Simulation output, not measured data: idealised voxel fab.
A process module follows: voxel transistor to metal.
The width of the displayed cross-section, cut, is 295 nm; its cells are square, with a size of 5 nm.
Bands, listed from the top down, are how a cross-section gets written in this document; the cross-section itself is a grid of square cells, and a band is one or more rows of them.
This entry defines a band. It first specifies the height of the band's top and the height of its bottom in nm, and then specifies the band's materials from left to right, stating each material with its width in nm. The word "edge to edge" identifies a single material that fills the band from edge to edge, while the word "empty" identifies empty space.
Counting heights begins at 0, where everything beneath is, in the wafer as received, one material. The lowest band has no bottom; it goes on downwards, as "0 nm and below" shows.
So if you see something like "30->40" for the width, read it as the top row of the band sitting at the first number and the bottom row at the second, with every row in between moving by the same amount as the last.
Take "left unchanged" at face value: in the step it is given for, the cross-section changed in none of its cells.
In "Cavities, closed" the enclosed voids are listed, meaning empty spaces of 8 cells or larger without any opening to the top. The form is width x height at distance, distance from the left edge, units nm.
That trailing text on a step's line, after the settings, is the simulator's own remark on the step.
A step line may carry the setting "overlay nm", which, for steps involving a mask, states the distance by which the mask lay to the right of its intended position; negative values denote displacement to the left.

### Listed below are the process steps as planned
1,op RECEIVE | material Si
2,op CONFORMAL_DEP | material SiO2 | thk nm 5
3,op CONFORMAL_DEP | material SiN | thk nm 10
4,op PATTERN | tone cover | mask id ACTIVE | material resist | width nm 115 | pitch nm 145 | thk nm 15 | overlay nm 0
5,op DIRECTIONAL_ETCH | etch materials SiN | depth nm 10
6,op DIRECTIONAL_ETCH | etch materials SiO2 | depth nm 5
7,op DIRECTIONAL_ETCH | etch materials Si | depth nm 20
8,op STRIP | etch materials resist
9,op OXIDIZE | depth nm 5
10,op FILL_DEP | material SiO2 | thk nm 5
11,op CMP | height nm 15
12,op SELECTIVE_ETCH | etch materials SiO2 | depth nm 10
13,op STRIP | etch materials SiN
14,op SELECTIVE_ETCH | etch materials SiO2 | depth nm 5
15,op OXIDIZE | depth nm 5
16,op DIRECTIONAL_DEP | material polySi | thk nm 30
17,op DIRECTIONAL_DEP | material SiCN | thk nm 10
18,op DIRECTIONAL_DEP | material aC | thk nm 10
19,op PATTERN | tone cover | mask id GATE | material resist | width nm 35 | pitch nm 145 | thk nm 25 | overlay nm 0
20,op DIRECTIONAL_ETCH | etch materials aC | depth nm 10
21,op STRIP | etch materials resist
22,op DIRECTIONAL_ETCH | etch materials SiCN | depth nm 20
23,op DIRECTIONAL_ETCH | etch materials polySi | depth nm 40
24,op STRIP | etch materials aC
25,op CONFORMAL_DEP | material SiN | thk nm 10
26,op DIRECTIONAL_ETCH | etch materials SiN | depth nm 10
27,op DIRECTIONAL_ETCH | etch materials SiO2 | depth nm 5
28,op EPI | material pSi | thk nm 5
29,op FILL_DEP | material SiO2 | thk nm 10
30,op CMP | height nm 30
31,op STRIP | etch materials polySi
32,op SELECTIVE_ETCH | etch materials SiO2 | depth nm 5
33,op CONFORMAL_DEP | material HfO2 | thk nm 5
34,op CONFORMAL_DEP | material TiN | thk nm 5
35,op FILL_DEP | material W | thk nm 10
36,op CMP | height nm 25
37,op DIRECTIONAL_DEP | material SiO2 | thk nm 10
38,op MASKED_ETCH | tone open | mask id CONTACT | width nm 15 | etch materials SiO2 | depth nm 35 | overlay nm 0
39,op CONFORMAL_DEP | material TiN | thk nm 5
40,op FILL_DEP | material Ru | thk nm 5
41,op CMP | height nm 35
42,op DIRECTIONAL_DEP | material TiN | thk nm 5
43,op DIRECTIONAL_DEP | material Ru | thk nm 15
44,op DIRECTIONAL_DEP | material aC | thk nm 15
45,op PATTERN | tone cover | mask id METAL_1 | material resist | width nm 15 | thk nm 30 | overlay nm 0
46,op DIRECTIONAL_ETCH | etch materials aC | depth nm 15
47,op STRIP | etch materials resist
48,op DIRECTIONAL_ETCH | etch materials Ru | depth nm 15
49,op DIRECTIONAL_ETCH | etch materials TiN | depth nm 5
50,op STRIP | etch materials aC
51,op CONFORMAL_DEP | material SiN | thk nm 5
52,op FILL_DEP | material lowk | thk nm 5
53,op CMP | height nm 55
54,op CONFORMAL_DEP | material SiN | thk nm 5

### As-received wafer cross-section (after step 1)
* 0 nm and below: Si edge to edge
* Cavities, closed: none

### End-of-module cross-section of the first of two wafers, processed as planned
* 60 nm to 55 nm: SiN edge to edge
* 55 nm to 40 nm: lowk=20 | SiN=5 | Ru=15 | SiN=5 | lowk=55 | SiN=5 | Ru=15 | SiN=5 | lowk=40 | SiN=5 | Ru=15 | SiN=5 | lowk=55 | SiN=5 | Ru=15 | SiN=5 | lowk=25
* 40 nm to 35 nm: SiN=25 | TiN=15 | SiN=65 | TiN=15 | SiN=50 | TiN=15 | SiN=65 | TiN=15 | SiN=30
* 35 nm to 25 nm: SiO2=25 | TiN=5 | Ru=5 | TiN=5 | SiO2=65 | TiN=5 | Ru=5 | TiN=5 | SiO2=50 | TiN=5 | Ru=5 | TiN=5 | SiO2=65 | TiN=5 | Ru=5 | TiN=5 | SiO2=30
* 25 nm to 5 nm: SiO2=25 | TiN=5 | Ru=5 | TiN=5 | SiO2=5 | SiN=10 | HfO2=5 | TiN=5 | W=15 | TiN=5 | HfO2=5 | SiN=10 | SiO2=5 | TiN=5 | Ru=5 | TiN=5 | SiO2=50 | TiN=5 | Ru=5 | TiN=5 | SiO2=5 | SiN=10 | HfO2=5 | TiN=5 | W=15 | TiN=5 | HfO2=5 | SiN=10 | SiO2=5 | TiN=5 | Ru=5 | TiN=5 | SiO2=30
* 5 nm to 0 nm: SiO2=25 | TiN=15 | SiO2=5 | SiN=10 | HfO2=5 | TiN=25 | HfO2=5 | SiN=10 | SiO2=5 | TiN=15 | SiO2=50 | TiN=15 | SiO2=5 | SiN=10 | HfO2=5 | TiN=25 | HfO2=5 | SiN=10 | SiO2=5 | TiN=15 | SiO2=30
* 0 nm to -5 nm: SiO2=15 | pSi=30 | SiO2=5 | HfO2=45 | SiO2=5 | pSi=30 | SiO2=30 | pSi=30 | SiO2=5 | HfO2=45 | SiO2=5 | pSi=30 | SiO2=20
* -5 nm to -25 nm: SiO2=20 | Si=105 | SiO2=40 | Si=105 | SiO2=25
* -25 nm and below: Si edge to edge
* Cavities, closed: none

### Here is the second of the two wafers cut open at the end of the module - same start, same plan as the first one, but we made one mistake running it
* 60 nm to 55 nm: SiN edge to edge
* 55 nm to 40 nm: lowk=20 | SiN=5 | Ru=15 | SiN=5 | lowk=55 | SiN=5 | Ru=15 | SiN=5 | lowk=40 | SiN=5 | Ru=15 | SiN=5 | lowk=55 | SiN=5 | Ru=15 | SiN=5 | lowk=25
* 40 nm to 35 nm: SiN=25 | TiN=15 | SiN=65 | TiN=15 | SiN=50 | TiN=15 | SiN=65 | TiN=15 | SiN=30
* 35 nm to 25 nm: SiO2=25 | TiN=5 | Ru=5 | TiN=5 | SiO2=65 | TiN=5 | Ru=5 | TiN=5 | SiO2=50 | TiN=5 | Ru=5 | TiN=5 | SiO2=65 | TiN=5 | Ru=5 | TiN=5 | SiO2=30
* 25 nm to 5 nm: SiO2=25 | TiN=5 | Ru=5 | TiN=5 | SiO2=5 | SiN=10 | HfO2=5 | TiN=5 | W=15 | TiN=5 | HfO2=5 | SiN=10 | SiO2=5 | TiN=5 | Ru=5 | TiN=5 | SiO2=50 | TiN=5 | Ru=5 | TiN=5 | SiO2=5 | SiN=10 | HfO2=5 | TiN=5 | W=15 | TiN=5 | HfO2=5 | SiN=10 | SiO2=5 | TiN=5 | Ru=5 | TiN=5 | SiO2=30
* 5 nm to 0 nm: SiO2=25 | TiN=15 | SiO2=5 | SiN=10 | HfO2=5 | TiN=25 | HfO2=5 | SiN=10 | SiO2=5 | TiN=15 | SiO2=50 | TiN=15 | SiO2=5 | SiN=10 | HfO2=5 | TiN=25 | HfO2=5 | SiN=10 | SiO2=5 | TiN=15 | SiO2=30
* 0 nm to -5 nm: SiO2=15 | pSi=30 | SiO2=5 | HfO2=45 | SiO2=5 | pSi=30 | SiO2=30 | pSi=30 | SiO2=5 | HfO2=45 | SiO2=5 | pSi=30 | SiO2=20
* -5 nm to -45 nm: SiO2=20 | Si=105 | SiO2=40 | Si=105 | SiO2=25
* -45 nm and below: Si edge to edge
* Cavities, closed: none
Misprocessing identified: step 7 of the plan was carried out twice
Final comparison by cell count, materials where the second wafer has more or fewer than the first: Si -68, SiO2 +68
